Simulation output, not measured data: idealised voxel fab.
Process module under the name voxel capacitor over wiring
cross-section cut | 215 nm wide | cells 5 nm
A cross-section in this document is a grid of square cells, and it is written down as bands, the top band listed before the ones below it; a band is made up of one or more rows of cells. The entry gives the band's vertical extent as a top height and a bottom height in nm, then its horizontal make-up as materials from left to right, each with a width in nm. "empty" stands for empty space; a single material marked "everywhere" fills the band edge to edge. All heights in this document are referenced to 0, defined as the level beneath which the wafer, as received, consists entirely of one material. The lowest band is not bounded below; it extends indefinitely downward and is written in the form "0 -> down". The notation "30 to 40" denotes a width that varies across the rows of cells in the band, beginning at the first number in the top row, finishing at the second number in the bottom row, and changing by an identical amount from each row to the next. Basically "no change occurred" means that step didn't change any cell in the cross-section. "Enclosed void list" means: voids of 8 cells or more that are shut off from the top with no open way through. Written width x height at distance, distance from the left edge, in nm. Where a step's line continues beyond its settings, the continuation is a remark by the simulator itself on that step. Steps that use a mask can have "overlay nm" on their line. It says how far the mask sat to the right of where it was meant to be. Negative means to the left.
-- Process steps - plan
1) RECEIVE: material Si
2) CONFORMAL_DEP: material SiO2, thk nm 10
3) DIRECTIONAL_DEP: material TiN, thk nm 5
4) DIRECTIONAL_DEP: material W, thk nm 15
5) PATTERN: tone cover, mask id METAL_1, material resist, width nm 25, pitch nm 95, thk nm 20, overlay nm 0
6) DIRECTIONAL_ETCH: etch materials W, depth nm 5
7) DIRECTIONAL_ETCH: etch materials TiN, depth nm 5
8) STRIP: etch materials resist
9) CONFORMAL_DEP: material SiN, thk nm 5
10) FILL_DEP: material lowk, thk nm 5
11) CMP: height nm 30
12) CONFORMAL_DEP: material SiCN, thk nm 5
13) DIRECTIONAL_DEP: material lowk, thk nm 10
14) PATTERN: tone open, mask id PLUG_1, material resist, width nm 15, thk nm 20, overlay nm 0
15) DIRECTIONAL_ETCH: etch materials lowk, depth nm 10
16) DIRECTIONAL_ETCH: etch materials SiCN, depth nm 5
17) STRIP: etch materials resist
18) CONFORMAL_DEP: material TiN, thk nm 5
19) FILL_DEP: material Ru, thk nm 10
20) CMP: height nm 45
21) DIRECTIONAL_DEP: material TiN, thk nm 10
22) DIRECTIONAL_DEP: material SiN, thk nm 5
23) DIRECTIONAL_DEP: material TiN, thk nm 5
24) MASKED_ETCH: tone cover, mask id UPPER_PLATE, width nm 75, etch materials TiN, depth nm 5, overlay nm 0
25) MASKED_ETCH: tone cover, mask id UPPER_PLATE, width nm 75, etch materials SiN, depth nm 5, overlay nm 0
26) DIRECTIONAL_DEP: material aC, thk nm 10
27) PATTERN: tone cover, mask id LOWER_PLATE, material resist, width nm 85, thk nm 30, overlay nm 0
28) DIRECTIONAL_ETCH: etch materials aC, depth nm 10
29) STRIP: etch materials resist
30) DIRECTIONAL_ETCH: etch materials TiN, depth nm 10
31) STRIP: etch materials aC
32) FILL_DEP: material SiO2, thk nm 15
33) CMP: height nm 75
34) PATTERN: tone open, mask id PLUG_2, material resist, width nm 15, thk nm 20, overlay nm 0
35) DIRECTIONAL_ETCH: etch materials SiO2, depth nm 10
36) STRIP: etch materials resist
37) CONFORMAL_DEP: material TiN, thk nm 5
38) FILL_DEP: material Ru, thk nm 5
39) CMP: height nm 75
40) CONFORMAL_DEP: material SiCN, thk nm 5
Quick note for whoever runs this: the wafers start identical, but the depth nm at step 6 isn't the same across them. The plan just shows what the first wafer had.
-- The first of several wafers in cross-section, exactly as it reached us after step 1
* 0 -> down  Si everywhere
* Enclosed void list: none
-- Row per wafer, end-of-module: cell gain (+)/loss (-) by material since the wafer came in, then closed voids
depth nm 5; +3 Ru; +83 SiCN; +48 SiN; +274 SiO2; +104 TiN; +96 W; +80 lowk; Enclosed void list: none
depth nm 10; +3 Ru; +83 SiCN; +52 SiN; +274 SiO2; +104 TiN; +63 W; +109 lowk; Enclosed void list: none
depth nm 15; +3 Ru; +83 SiCN; +60 SiN; +274 SiO2; +71 TiN; +30 W; +167 lowk; Enclosed void list: none
depth nm 20; +3 Ru; +83 SiCN; +60 SiN; +274 SiO2; +71 TiN; +30 W; +167 lowk; Enclosed void list: none
depth nm 25; +3 Ru; +83 SiCN; +60 SiN; +274 SiO2; +71 TiN; +30 W; +167 lowk; Enclosed void list: none
depth nm 30; +3 Ru; +83 SiCN; +60 SiN; +274 SiO2; +71 TiN; +30 W; +167 lowk; Enclosed void list: none
